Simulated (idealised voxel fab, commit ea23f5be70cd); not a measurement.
process module | voxel quadruple lines
cross-section cut | 215 nm wide | cells 5 nm
A cross-section is a grid of square cells, given in bands from the top down. A band is one or more rows of cells.
Each band's line starts with the height of the band's top and of its bottom, in nm. Then come its materials from left to right, each with its width in nm. One material with "throughout" fills the band from edge to edge. "air" is empty space.
Height 0 is the level under which the wafer as received is all one material. The lowest band goes on downwards, as in "0 down".
A width such as "30 to 40" changes by the same amount from each row of cells to the next, from the band's top row to its bottom row.
"no change" after a step means that no cell of the cross-section changed.
closed voids: empty space of 8 cells or more with no open way to the top, each as width x height at its distance from the left edge, in nm
after a step's settings: what the simulator itself notes on the step
overlay nm, on a step with a mask: how far to the right of its planned place the mask lay; to the left if negative
plan
1 op RECEIVE | material Si
2 op CONFORMAL_DEP | material Al2O3 | thk nm 5
3 op DIRECTIONAL_DEP | material TiN | thk nm 15
4 op DIRECTIONAL_DEP | material polySi | thk nm 15
5 op DIRECTIONAL_DEP | material aC | thk nm 20
6 op PATTERN | tone cover | mask id MANDREL | material resist | width nm 20 | thk nm 30 | overlay nm 0
7 op DIRECTIONAL_ETCH | etch materials aC | depth nm 20
8 op STRIP | etch materials resist
9 op CONFORMAL_DEP | material SiO2 | thk nm 10
10 op DIRECTIONAL_ETCH | etch materials SiO2 | depth nm 10
11 op STRIP | etch materials aC
12 op DIRECTIONAL_ETCH | etch materials polySi | depth nm 15
13 op STRIP | etch materials SiO2
14 op CONFORMAL_DEP | material SiCN | thk nm 5
15 op DIRECTIONAL_ETCH | etch materials SiCN | depth nm 5
16 op STRIP | etch materials polySi
17 op DIRECTIONAL_ETCH | etch materials TiN | depth nm 15
18 op STRIP | etch materials SiCN
first wafer, as planned
as received, after step 1
  0 down: Si throughout
  closed voids: none
after step 2
  5 to 0: Al2O3 throughout
  below 0: unchanged
after step 3
  20 to 5: TiN throughout
  below 5: unchanged
after step 4
  35 to 20: polySi throughout
  below 20: unchanged
after step 5
  55 to 35: aC throughout
  below 35: unchanged
after step 6
  85 to 55: air 95 | resist 20 | air 100
  below 55: unchanged
after step 7
  65 to 55: air 95 | resist 20 | air 100
  55 to 35: air 95 | aC 20 | air 100
  below 35: unchanged
after step 8
  55 to 35: air 95 | aC 20 | air 100
  below 35: unchanged
after step 9
  65 to 55: air 85 | SiO2 40 | air 90
  55 to 45: air 85 | SiO2 10 | aC 20 | SiO2 10 | air 90
  45 to 35: SiO2 95 | aC 20 | SiO2 100
  below 35: unchanged
after step 10
  55 to 35: air 85 | SiO2 10 | aC 20 | SiO2 10 | air 90
  below 35: unchanged
after step 11
  55 to 35: air 85 | SiO2 10 | air 20 | SiO2 10 | air 90
  below 35: unchanged
after step 12
  55 to 35: air 85 | SiO2 10 | air 20 | SiO2 10 | air 90
  35 to 20: air 85 | polySi 10 | air 20 | polySi 10 | air 90
  below 20: unchanged
after step 13
  35 to 20: air 85 | polySi 10 | air 20 | polySi 10 | air 90
  below 20: unchanged
after step 14
  40 to 35: air 80 | SiCN 20 | air 10 | SiCN 20 | air 85
  35 to 25: air 80 | SiCN 5 | polySi 10 | SiCN 5 | air 10 | SiCN 5 | polySi 10 | SiCN 5 | air 85
  25 to 20: SiCN 85 | polySi 10 | SiCN 20 | polySi 10 | SiCN 90
  below 20: unchanged
after step 15
  35 to 20: air 80 | SiCN 5 | polySi 10 | SiCN 5 | air 10 | SiCN 5 | polySi 10 | SiCN 5 | air 85
  below 20: unchanged
after step 16
  35 to 20: air 80 | SiCN 5 | air 10 | SiCN 5 | air 10 | SiCN 5 | air 10 | SiCN 5 | air 85
  below 20: unchanged
after step 17
  35 to 20: air 80 | SiCN 5 | air 10 | SiCN 5 | air 10 | SiCN 5 | air 10 | SiCN 5 | air 85
  20 to 5: air 80 | TiN 5 | air 10 | TiN 5 | air 10 | TiN 5 | air 10 | TiN 5 | air 85
  below 5: unchanged
after step 18
  20 to 5: air 80 | TiN 5 | air 10 | TiN 5 | air 10 | TiN 5 | air 10 | TiN 5 | air 85
  below 5: unchanged
second wafer: like start, like plan, one mistake. Through step 2 it matches the first wafer
when step 3 should have ended
  35 to 5: TiN throughout
  below 5: unchanged
when step 4 should have ended
  50 to 35: polySi throughout
  below 35: unchanged
when step 5 should have ended
  70 to 50: aC throughout
  below 50: unchanged
when step 6 should have ended
  100 to 70: air 95 | resist 20 | air 100
  below 70: unchanged
when step 7 should have ended
  80 to 70: air 95 | resist 20 | air 100
  70 to 50: air 95 | aC 20 | air 100
  below 50: unchanged
when step 8 should have ended
  70 to 50: air 95 | aC 20 | air 100
  below 50: unchanged
when step 9 should have ended
  80 to 70: air 85 | SiO2 40 | air 90
  70 to 60: air 85 | SiO2 10 | aC 20 | SiO2 10 | air 90
  60 to 50: SiO2 95 | aC 20 | SiO2 100
  below 50: unchanged
when step 10 should have ended
  70 to 50: air 85 | SiO2 10 | aC 20 | SiO2 10 | air 90
  below 50: unchanged
when step 11 should have ended
  70 to 50: air 85 | SiO2 10 | air 20 | SiO2 10 | air 90
  below 50: unchanged
when step 12 should have ended
  70 to 50: air 85 | SiO2 10 | air 20 | SiO2 10 | air 90
  50 to 35: air 85 | polySi 10 | air 20 | polySi 10 | air 90
  below 35: unchanged
when step 13 should have ended
  50 to 35: air 85 | polySi 10 | air 20 | polySi 10 | air 90
  below 35: unchanged
when step 14 should have ended
  55 to 50: air 80 | SiCN 20 | air 10 | SiCN 20 | air 85
  50 to 40: air 80 | SiCN 5 | polySi 10 | SiCN 5 | air 10 | SiCN 5 | polySi 10 | SiCN 5 | air 85
  40 to 35: SiCN 85 | polySi 10 | SiCN 20 | polySi 10 | SiCN 90
  below 35: unchanged
when step 15 should have ended
  50 to 35: air 80 | SiCN 5 | polySi 10 | SiCN 5 | air 10 | SiCN 5 | polySi 10 | SiCN 5 | air 85
  below 35: unchanged
when step 16 should have ended
  50 to 35: air 80 | SiCN 5 | air 10 | SiCN 5 | air 10 | SiCN 5 | air 10 | SiCN 5 | air 85
  below 35: unchanged
when step 17 should have ended
  50 to 35: air 80 | SiCN 5 | air 10 | SiCN 5 | air 10 | SiCN 5 | air 10 | SiCN 5 | air 85
  35 to 20: air 80 | TiN 5 | air 10 | TiN 5 | air 10 | TiN 5 | air 10 | TiN 5 | air 85
  below 20: unchanged
when step 18 should have ended
  35 to 20: air 80 | TiN 5 | air 10 | TiN 5 | air 10 | TiN 5 | air 10 | TiN 5 | air 85
  below 20: unchanged
what went wrong: step 3 was run twice
at the end the second wafer has, in cells: 129 more of TiN
